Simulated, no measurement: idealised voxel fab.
process module | voxel transistor to metal
cross-section cut | 205 nm wide | cells 5 nm
A cross-section is a grid of square cells, given in bands from the top down. A band is one or more rows of cells.
Each band's line starts with the height of the band's top and of its bottom, in nm. Then come its materials from left to right, each with its width in nm. One material with "throughout" fills the band from edge to edge. "air" is empty space.
Height 0 is the level under which the wafer as received is all one material. The lowest band goes on downwards, as in "0 down".
A width such as "30 to 40" changes by the same amount from each row of cells to the next, from the band's top row to its bottom row.
"no change" after a step means that no cell of the cross-section changed.
closed voids: empty space of 8 cells or more with no open way to the top, each as width x height at its distance from the left edge, in nm
after a step's settings: what the simulator itself notes on the step
overlay nm, on a step with a mask: how far to the right of its planned place the mask lay; to the left if negative
plan
1 op RECEIVE | material Si
2 op CONFORMAL_DEP | material SiO2 | thk nm 5
3 op CONFORMAL_DEP | material SiN | thk nm 10
4 op MASKED_ETCH | tone cover | mask id ACTIVE | width nm 110 | etch materials SiN | depth nm 10 | overlay nm 0
5 op MASKED_ETCH | tone cover | mask id ACTIVE | width nm 110 | etch materials SiO2 | depth nm 5 | overlay nm 0
6 op MASKED_ETCH | tone cover | mask id ACTIVE | width nm 110 | etch materials Si | depth nm 25 | overlay nm 0
7 op FILL_DEP | material SiO2 | thk nm 15
8 op CMP | height nm 15
9 op SELECTIVE_ETCH | etch materials SiO2 | depth nm 5
10 op STRIP | etch materials SiN
11 op SELECTIVE_ETCH | etch materials SiO2 | depth nm 5
12 op OXIDIZE | depth nm 5
13 op DIRECTIONAL_DEP | material polySi | thk nm 20
14 op DIRECTIONAL_DEP | material SiCN | thk nm 10
15 op MASKED_ETCH | tone cover | mask id GATE | width nm 20 | etch materials SiCN | depth nm 20 | overlay nm 0
16 op MASKED_ETCH | tone cover | mask id GATE | width nm 20 | etch materials polySi | depth nm 30 | overlay nm 0
17 op CONFORMAL_DEP | material SiN | thk nm 10
18 op DIRECTIONAL_ETCH | etch materials SiN | depth nm 10
19 op DIRECTIONAL_ETCH | etch materials SiO2 | depth nm 5
20 op DIRECTIONAL_ETCH | etch materials Si | depth nm 5
21 op EPI | material SiGe | thk nm 5
22 op FILL_DEP | material SiO2 | thk nm 5
23 op CMP | height nm 30
24 op DIRECTIONAL_DEP | material SiO2 | thk nm 15
25 op PATTERN | tone open | mask id CONTACT | material resist | width nm 20 | pitch nm 80 | thk nm 15 | overlay nm 0
26 op DIRECTIONAL_ETCH | etch materials SiO2 | depth nm 50
27 op STRIP | etch materials resist
28 op CONFORMAL_DEP | material TiN | thk nm 5
29 op FILL_DEP | material W | thk nm 5
30 op CMP | height nm 45
31 op CONFORMAL_DEP | material SiCN | thk nm 5
32 op DIRECTIONAL_DEP | material lowk | thk nm 25
33 op MASKED_ETCH | tone open | mask id METAL_1 | width nm 20 | pitch nm 80 | etch materials lowk | depth nm 25 | overlay nm 0
34 op MASKED_ETCH | tone open | mask id METAL_1 | width nm 20 | pitch nm 80 | etch materials SiCN | depth nm 5 | overlay nm 0
35 op CONFORMAL_DEP | material TiN | thk nm 5
36 op FILL_DEP | material Cu | thk nm 10
37 op CMP | height nm 75
38 op CONFORMAL_DEP | material SiCN | thk nm 5
39 op DIRECTIONAL_DEP | material SiO2 | thk nm 30
40 op MASKED_ETCH | tone open | mask id METAL_2 | width nm 20 | pitch nm 80 | etch materials SiO2 | depth nm 15 | overlay nm 0
41 op MASKED_ETCH | tone open | mask id METAL_2_HOLES | width nm 15 | pitch nm 80 | etch materials SiO2 | depth nm 15 | overlay nm 0
42 op MASKED_ETCH | tone open | mask id METAL_2_HOLES | width nm 15 | pitch nm 80 | etch materials SiCN | depth nm 5 | overlay nm 0
43 op CONFORMAL_DEP | material TiN | thk nm 5
44 op FILL_DEP | material Cu | thk nm 10
45 op CMP | height nm 110
46 op CONFORMAL_DEP | material SiCN | thk nm 5
first wafer, as planned
as received, after step 1
  0 down: Si throughout
  closed voids: none
after step 2
  5 to 0: SiO2 throughout
  below 0: unchanged
after step 3
  15 to 5: SiN throughout
  below 5: unchanged
after step 4
  15 to 5: air 45 | SiN 110 | air 50
  below 5: unchanged
after step 5
  15 to 5: air 45 | SiN 110 | air 50
  5 to 0: air 45 | SiO2 110 | air 50
  below 0: unchanged
after step 6
  15 to 5: air 45 | SiN 110 | air 50
  5 to 0: air 45 | SiO2 110 | air 50
  0 to -25: air 45 | Si 110 | air 50
  below -25: unchanged
after step 7
  30 to 15: SiO2 throughout
  15 to 5: SiO2 45 | SiN 110 | SiO2 50
  5 to 0: SiO2 throughout
  0 to -25: SiO2 45 | Si 110 | SiO2 50
  below -25: unchanged
after step 8
  15 to 5: SiO2 45 | SiN 110 | SiO2 50
  below 5: unchanged
after step 9
  15 to 10: air 45 | SiN 110 | air 50
  below 10: unchanged
after step 10
  10 to 5: SiO2 45 | air 110 | SiO2 50
  below 5: unchanged
after step 11
  5 to 0: SiO2 40 | air 120 | SiO2 45
  below 0: unchanged
after step 12
  5 to 0: SiO2 40 | air 120 | SiO2 45
  0 to -5: SiO2 throughout
  below -5: unchanged
after step 13
  25 to 20: polySi 40 | air 120 | polySi 45
  20 to 5: polySi throughout
  5 to 0: SiO2 40 | polySi 120 | SiO2 45
  below 0: unchanged
after step 14
  35 to 30: SiCN 40 | air 120 | SiCN 45
  30 to 25: SiCN throughout
  25 to 20: polySi 40 | SiCN 120 | polySi 45
  below 20: unchanged
after step 15
  30 to 25: air 90 | SiCN 20 | air 95
  25 to 20: polySi 40 | air 50 | SiCN 20 | air 50 | polySi 45
  below 20: unchanged
after step 16
  30 to 20: air 90 | SiCN 20 | air 95
  20 to 5: air 90 | polySi 20 | air 95
  5 to 0: SiO2 40 | air 50 | polySi 20 | air 50 | SiO2 45
  below 0: unchanged
after step 17
  40 to 30: air 80 | SiN 40 | air 85
  30 to 20: air 80 | SiN 10 | SiCN 20 | SiN 10 | air 85
  20 to 15: air 80 | SiN 10 | polySi 20 | SiN 10 | air 85
  15 to 10: SiN 50 | air 30 | SiN 10 | polySi 20 | SiN 10 | air 30 | SiN 55
  10 to 5: SiN 90 | polySi 20 | SiN 95
  5 to 0: SiO2 40 | SiN 50 | polySi 20 | SiN 50 | SiO2 45
  below 0: unchanged
after step 18
  30 to 20: air 80 | SiN 10 | SiCN 20 | SiN 10 | air 85
  20 to 5: air 80 | SiN 10 | polySi 20 | SiN 10 | air 85
  5 to 0: SiO2 40 | SiN 10 | air 30 | SiN 10 | polySi 20 | SiN 10 | air 30 | SiN 10 | SiO2 45
  below 0: unchanged
after step 19
  30 to 20: air 80 | SiN 10 | SiCN 20 | SiN 10 | air 85
  20 to 5: air 80 | SiN 10 | polySi 20 | SiN 10 | air 85
  5 to 0: air 40 | SiN 10 | air 30 | SiN 10 | polySi 20 | SiN 10 | air 30 | SiN 10 | air 45
  0 to -5: SiO2 50 | air 30 | SiO2 40 | air 30 | SiO2 55
  below -5: unchanged
after step 20
  30 to 20: air 80 | SiN 10 | SiCN 20 | SiN 10 | air 85
  20 to 5: air 80 | SiN 10 | polySi 20 | SiN 10 | air 85
  5 to 0: air 40 | SiN 10 | air 30 | SiN 10 | polySi 20 | SiN 10 | air 30 | SiN 10 | air 45
  0 to -5: SiO2 50 | air 30 | SiO2 40 | air 30 | SiO2 55
  -5 to -10: SiO2 45 | Si 5 | air 30 | Si 40 | air 30 | Si 5 | SiO2 50
  below -10: unchanged
after step 21
  30 to 20: air 80 | SiN 10 | SiCN 20 | SiN 10 | air 85
  20 to 5: air 80 | SiN 10 | polySi 20 | SiN 10 | air 85
  5 to 0: air 40 | SiN 10 | air 30 | SiN 10 | polySi 20 | SiN 10 | air 30 | SiN 10 | air 45
  0 to -5: SiO2 50 | SiGe 5 | air 20 | SiGe 5 | SiO2 40 | SiGe 5 | air 20 | SiGe 5 | SiO2 55
  -5 to -10: SiO2 45 | Si 5 | SiGe 30 | Si 40 | SiGe 30 | Si 5 | SiO2 50
  below -10: unchanged
after step 22
  35 to 30: SiO2 throughout
  30 to 20: SiO2 80 | SiN 10 | SiCN 20 | SiN 10 | SiO2 85
  20 to 5: SiO2 80 | SiN 10 | polySi 20 | SiN 10 | SiO2 85
  5 to 0: SiO2 40 | SiN 10 | SiO2 30 | SiN 10 | polySi 20 | SiN 10 | SiO2 30 | SiN 10 | SiO2 45
  0 to -5: SiO2 50 | SiGe 5 | SiO2 20 | SiGe 5 | SiO2 40 | SiGe 5 | SiO2 20 | SiGe 5 | SiO2 55
  below -5: unchanged
after step 23
  30 to 20: SiO2 80 | SiN 10 | SiCN 20 | SiN 10 | SiO2 85
  below 20: unchanged
after step 24
  45 to 30: SiO2 throughout
  below 30: unchanged
after step 25
  60 to 45: resist 50 | air 20 | resist 60 | air 20 | resist 55
  below 45: unchanged
after step 26
  60 to 45: resist 50 | air 20 | resist 60 | air 20 | resist 55
  45 to 30: SiO2 50 | air 20 | SiO2 60 | air 20 | SiO2 55
  30 to 20: SiO2 50 | air 20 | SiO2 10 | SiN 10 | SiCN 20 | SiN 10 | SiO2 10 | air 20 | SiO2 55
  20 to 5: SiO2 50 | air 20 | SiO2 10 | SiN 10 | polySi 20 | SiN 10 | SiO2 10 | air 20 | SiO2 55
  5 to 0: SiO2 40 | SiN 10 | air 20 | SiO2 10 | SiN 10 | polySi 20 | SiN 10 | SiO2 10 | air 20 | SiN 10 | SiO2 45
  0 to -5: SiO2 50 | SiGe 5 | air 15 | SiO2 5 | SiGe 5 | SiO2 40 | SiGe 5 | SiO2 5 | air 15 | SiGe 5 | SiO2 55
  below -5: unchanged
after step 27
  45 to 30: SiO2 50 | air 20 | SiO2 60 | air 20 | SiO2 55
  below 30: unchanged
after step 28
  50 to 45: TiN 55 | air 10 | TiN 70 | air 10 | TiN 60
  45 to 30: SiO2 50 | TiN 5 | air 10 | TiN 5 | SiO2 60 | TiN 5 | air 10 | TiN 5 | SiO2 55
  30 to 20: SiO2 50 | TiN 5 | air 10 | TiN 5 | SiO2 10 | SiN 10 | SiCN 20 | SiN 10 | SiO2 10 | TiN 5 | air 10 | TiN 5 | SiO2 55
  20 to 5: SiO2 50 | TiN 5 | air 10 | TiN 5 | SiO2 10 | SiN 10 | polySi 20 | SiN 10 | SiO2 10 | TiN 5 | air 10 | TiN 5 | SiO2 55
  5 to 0: SiO2 40 | SiN 10 | TiN 10 | air 5 | TiN 5 | SiO2 10 | SiN 10 | polySi 20 | SiN 10 | SiO2 10 | TiN 5 | air 5 | TiN 10 | SiN 10 | SiO2 45
  0 to -5: SiO2 50 | SiGe 5 | TiN 15 | SiO2 5 | SiGe 5 | SiO2 40 | SiGe 5 | SiO2 5 | TiN 15 | SiGe 5 | SiO2 55
  below -5: unchanged
after step 29
  55 to 50: W throughout
  50 to 45: TiN 55 | W 10 | TiN 70 | W 10 | TiN 60
  45 to 30: SiO2 50 | TiN 5 | W 10 | TiN 5 | SiO2 60 | TiN 5 | W 10 | TiN 5 | SiO2 55
  30 to 20: SiO2 50 | TiN 5 | W 10 | TiN 5 | SiO2 10 | SiN 10 | SiCN 20 | SiN 10 | SiO2 10 | TiN 5 | W 10 | TiN 5 | SiO2 55
  20 to 5: SiO2 50 | TiN 5 | W 10 | TiN 5 | SiO2 10 | SiN 10 | polySi 20 | SiN 10 | SiO2 10 | TiN 5 | W 10 | TiN 5 | SiO2 55
  5 to 0: SiO2 40 | SiN 10 | TiN 10 | W 5 | TiN 5 | SiO2 10 | SiN 10 | polySi 20 | SiN 10 | SiO2 10 | TiN 5 | W 5 | TiN 10 | SiN 10 | SiO2 45
  below 0: unchanged
after step 30
  45 to 30: SiO2 50 | TiN 5 | W 10 | TiN 5 | SiO2 60 | TiN 5 | W 10 | TiN 5 | SiO2 55
  below 30: unchanged
after step 31
  50 to 45: SiCN throughout
  below 45: unchanged
after step 32
  75 to 50: lowk throughout
  below 50: unchanged
after step 33
  75 to 50: lowk 50 | air 20 | lowk 60 | air 20 | lowk 55
  below 50: unchanged
after step 34
  75 to 50: lowk 50 | air 20 | lowk 60 | air 20 | lowk 55
  50 to 45: SiCN 50 | air 20 | SiCN 60 | air 20 | SiCN 55
  below 45: unchanged
after step 35
  80 to 75: TiN 55 | air 10 | TiN 70 | air 10 | TiN 60
  75 to 50: lowk 50 | TiN 5 | air 10 | TiN 5 | lowk 60 | TiN 5 | air 10 | TiN 5 | lowk 55
  50 to 45: SiCN 50 | TiN 20 | SiCN 60 | TiN 20 | SiCN 55
  below 45: unchanged
after step 36
  90 to 80: Cu throughout
  80 to 75: TiN 55 | Cu 10 | TiN 70 | Cu 10 | TiN 60
  75 to 50: lowk 50 | TiN 5 | Cu 10 | TiN 5 | lowk 60 | TiN 5 | Cu 10 | TiN 5 | lowk 55
  below 50: unchanged
after step 37
  75 to 50: lowk 50 | TiN 5 | Cu 10 | TiN 5 | lowk 60 | TiN 5 | Cu 10 | TiN 5 | lowk 55
  below 50: unchanged
after step 38
  80 to 75: SiCN throughout
  below 75: unchanged
after step 39
  110 to 80: SiO2 throughout
  below 80: unchanged
after step 40
  110 to 95: SiO2 50 | air 20 | SiO2 60 | air 20 | SiO2 55
  below 95: unchanged
after step 41
  110 to 95: SiO2 50 | air 20 | SiO2 60 | air 20 | SiO2 55
  95 to 80: SiO2 50 | air 15 | SiO2 65 | air 15 | SiO2 60
  below 80: unchanged
after step 42
  110 to 95: SiO2 50 | air 20 | SiO2 60 | air 20 | SiO2 55
  95 to 80: SiO2 50 | air 15 | SiO2 65 | air 15 | SiO2 60
  80 to 75: SiCN 50 | air 15 | SiCN 65 | air 15 | SiCN 60
  below 75: unchanged
after step 43
  115 to 110: TiN 55 | air 10 | TiN 70 | air 10 | TiN 60
  110 to 100: SiO2 50 | TiN 5 | air 10 | TiN 5 | SiO2 60 | TiN 5 | air 10 | TiN 5 | SiO2 55
  100 to 95: SiO2 50 | TiN 5 | air 5 | TiN 10 | SiO2 60 | TiN 5 | air 5 | TiN 10 | SiO2 55
  95 to 80: SiO2 50 | TiN 5 | air 5 | TiN 5 | SiO2 65 | TiN 5 | air 5 | TiN 5 | SiO2 60
  80 to 75: SiCN 50 | TiN 15 | SiCN 65 | TiN 15 | SiCN 60
  below 75: unchanged
after step 44
  125 to 115: Cu throughout
  115 to 110: TiN 55 | Cu 10 | TiN 70 | Cu 10 | TiN 60
  110 to 100: SiO2 50 | TiN 5 | Cu 10 | TiN 5 | SiO2 60 | TiN 5 | Cu 10 | TiN 5 | SiO2 55
  100 to 95: SiO2 50 | TiN 5 | Cu 5 | TiN 10 | SiO2 60 | TiN 5 | Cu 5 | TiN 10 | SiO2 55
  95 to 80: SiO2 50 | TiN 5 | Cu 5 | TiN 5 | SiO2 65 | TiN 5 | Cu 5 | TiN 5 | SiO2 60
  below 80: unchanged
after step 45
  110 to 100: SiO2 50 | TiN 5 | Cu 10 | TiN 5 | SiO2 60 | TiN 5 | Cu 10 | TiN 5 | SiO2 55
  below 100: unchanged
after step 46
  115 to 110: SiCN throughout
  below 110: unchanged
second wafer: like start, like plan, one mistake. Through step 36 it matches the first wafer
when step 37 should have ended
  80 to 75: TiN 55 | Cu 10 | TiN 70 | Cu 10 | TiN 60
  below 75: unchanged
when step 38 should have ended
  85 to 80: SiCN throughout
  below 80: unchanged
when step 39 should have ended
  115 to 85: SiO2 throughout
  below 85: unchanged
when step 40 should have ended
  115 to 100: SiO2 50 | air 20 | SiO2 60 | air 20 | SiO2 55
  below 100: unchanged
when step 41 should have ended
  115 to 100: SiO2 50 | air 20 | SiO2 60 | air 20 | SiO2 55
  100 to 85: SiO2 50 | air 15 | SiO2 65 | air 15 | SiO2 60
  below 85: unchanged
when step 42 should have ended
  115 to 100: SiO2 50 | air 20 | SiO2 60 | air 20 | SiO2 55
  100 to 85: SiO2 50 | air 15 | SiO2 65 | air 15 | SiO2 60
  85 to 80: SiCN 50 | air 15 | SiCN 65 | air 15 | SiCN 60
  below 80: unchanged
when step 43 should have ended
  120 to 115: TiN 55 | air 10 | TiN 70 | air 10 | TiN 60
  115 to 105: SiO2 50 | TiN 5 | air 10 | TiN 5 | SiO2 60 | TiN 5 | air 10 | TiN 5 | SiO2 55
  105 to 100: SiO2 50 | TiN 5 | air 5 | TiN 10 | SiO2 60 | TiN 5 | air 5 | TiN 10 | SiO2 55
  100 to 85: SiO2 50 | TiN 5 | air 5 | TiN 5 | SiO2 65 | TiN 5 | air 5 | TiN 5 | SiO2 60
  85 to 80: SiCN 50 | TiN 15 | SiCN 65 | TiN 15 | SiCN 60
  below 80: unchanged
when step 44 should have ended
  130 to 120: Cu throughout
  120 to 115: TiN 55 | Cu 10 | TiN 70 | Cu 10 | TiN 60
  115 to 105: SiO2 50 | TiN 5 | Cu 10 | TiN 5 | SiO2 60 | TiN 5 | Cu 10 | TiN 5 | SiO2 55
  105 to 100: SiO2 50 | TiN 5 | Cu 5 | TiN 10 | SiO2 60 | TiN 5 | Cu 5 | TiN 10 | SiO2 55
  100 to 85: SiO2 50 | TiN 5 | Cu 5 | TiN 5 | SiO2 65 | TiN 5 | Cu 5 | TiN 5 | SiO2 60
  below 85: unchanged
when step 45 should have ended
  110 to 100: SiO2 50 | TiN 5 | Cu 10 to 5 | TiN 5 to 10 | SiO2 60 | TiN 5 | Cu 10 to 5 | TiN 5 to 10 | SiO2 55
  below 100: unchanged
when step 46 should have ended
  115 to 110: SiCN throughout
  below 110: unchanged
what went wrong: step 37 ran as: op CMP | height nm 80
at the end the second wafer has, in cells: 33 fewer of SiO2 | 33 more of TiN
